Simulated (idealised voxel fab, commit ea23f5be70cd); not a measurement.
The name of this process module is voxel air gaps.
We display cut, a cross-section 170 nm in width whose square cells are each 5 nm.
We lay out every cross-section as a grid of square cells and spell it out in bands from the top down, where one band means one or more rows of cells. Per band: top height and bottom height in nm, followed by the left-to-right materials and their widths in nm; "all across" marks a single material spanning edge to edge, "empty" marks empty space. The level at which height equals 0 is the one under which the wafer, as it arrives, is entirely one material. No lower edge exists for the bottom band, which continues downward and is notated as in "0 down". The expression "30 to 40" gives the width at the extremes of the band, the first number at its top row of cells and the second at its bottom row, with the width changing by equal amounts from each row to the next in between. "nothing altered" means the step left every cell of the cross-section as it was. Each empty space that has no open way to the top and spans at least 8 cells appears under "Sealed void list" as width x height at distance, the distance counted from the left edge, all in nm. What comes after the settings on a step's line is commentary from the simulator itself on that step. overlay nm: right-of-plan distance of the mask on a masked step; negative values mean left-of-plan.

# The following list gives the planned process steps
| 1 | RECEIVE (material Si) |
| 2 | CONFORMAL_DEP (material SiO2; thk nm 15) |
| 3 | CONFORMAL_DEP (material SiCN; thk nm 5) |
| 4 | DIRECTIONAL_DEP (material SiO2; thk nm 40) |
| 5 | PATTERN (tone open; mask id LINES; material resist; width nm 25; pitch nm 50; thk nm 15; overlay nm 0) |
| 6 | DIRECTIONAL_ETCH (etch materials SiO2; depth nm 40) |
| 7 | STRIP (etch materials resist) |
| 8 | CONFORMAL_DEP (material TiN; thk nm 5) |
| 9 | FILL_DEP (material Cu; thk nm 5) |
| 10 | CMP (height nm 60) |
| 11 | EPI (material Ru; thk nm 10) |
| 12 | SELECTIVE_ETCH (etch materials SiO2; depth nm 50) |
| 13 | CONFORMAL_DEP (material SiCN; thk nm 5) |

# Cross-section of the wafer as it came to us, i.e., already through step 1
    0 down  Si all across
    Sealed void list: none

# Same starting wafer, same plan as above, one mistake in the execution; this is the cross-section at the end of the module
    70 to 60  empty: 10 / Ru: 45 / empty: 5 / Ru: 45 / empty: 5 / Ru: 45 / empty: 15
    60 to 25  empty: 20 / TiN: 5 / Cu: 15 / TiN: 5 / empty: 25 / TiN: 5 / Cu: 15 / TiN: 5 / empty: 25 / TiN: 5 / Cu: 15 / TiN: 5 / empty: 25
    25 to 20  empty: 20 / TiN: 25 / empty: 25 / TiN: 25 / empty: 25 / TiN: 25 / empty: 25
    20 to 15  SiCN all across
    15 to 0  SiO2 all across
    0 down  Si all across
    Sealed void list: none
Want to know what went wrong? the plan's step 13 went unexecuted, having been skipped
